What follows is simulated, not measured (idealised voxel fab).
This is a process module. Its name is voxel fin reveal.
The cross-section shown here is cut; it is 200 nm wide and divided into square cells measuring 5 nm on a side.
Cross-section, as written here: a square-cell grid given band by band from the top down, where a band holds one or more rows of cells.
Read a band's entry like this: the first values are the height of its top and the height of its bottom in nm, and what follows is the sequence of materials from left to right, each with its width in nm. Note that "empty" is empty space, and that a single material marked "throughout" reaches across the band from edge to edge.
For the purposes of this specification, 0 denotes the height below which the wafer in its as-received condition is composed wholly of one material, and the lowermost band, lacking a lower limit, extends downward without end, as expressed in "0 -> down".
Width spec "30 to 40" -> top row of cells at first value, bottom row at second value, equal per-row change in between.
When a step is marked "nothing altered", none of the cells in the cross-section changed during that step.
Reported under the label "Enclosed void list" are the empty spaces having no open way to the top and comprising 8 cells or more; the notation for each is width x height at distance, in which the distance is measured from the left edge and all three values are in nm.
That trailing text on a step's line, after the settings, is the simulator's own remark on the step.
When a step includes a mask, the "overlay nm" setting on its line states how far to the right of its planned place that mask lay, and negative values state how far to the left.
Listed below are the process steps as planned
1) op RECEIVE | material Si
2) op CONFORMAL_DEP | material SiN | thk nm 5
3) op MASKED_ETCH | tone cover | mask id FINS | width nm 15 | pitch nm 40 | etch materials SiN | depth nm 5 | overlay nm 0
4) op MASKED_ETCH | tone cover | mask id FINS | width nm 15 | pitch nm 40 | etch materials Si | depth nm 40 | overlay nm 0
5) op OXIDIZE | depth nm 5
6) op FILL_DEP | material SiO2 | thk nm 5
7) op CMP | height nm 5
8) op SELECTIVE_ETCH | etch materials SiO2 | depth nm 20
9) op STRIP | etch materials SiN
Incoming wafer, cross-sectional view, post step 1
> 0 -> down  Si throughout
> Enclosed void list: none
The cross-section shown corresponds to the wafer at the conclusion of the module. The initial structure and the process plan are those presented above; however, one mistake occurred in executing the plan
> 0 -> -40  50 of empty / 5 of SiO2 / 5 of Si / 5 of SiO2 / 25 of empty / 5 of SiO2 / 5 of Si / 5 of SiO2 / 25 of empty / 5 of SiO2 / 5 of Si / 5 of SiO2 / 55 of empty
> -40 -> -45  55 of SiO2 / 5 of Si / 35 of SiO2 / 5 of Si / 35 of SiO2 / 5 of Si / 60 of SiO2
> -45 -> down  Si throughout
> Enclosed void list: none
Finding, execution versus plan: planned and actual differ for step 6; actual: op FILL_DEP | material SiN | thk nm 5
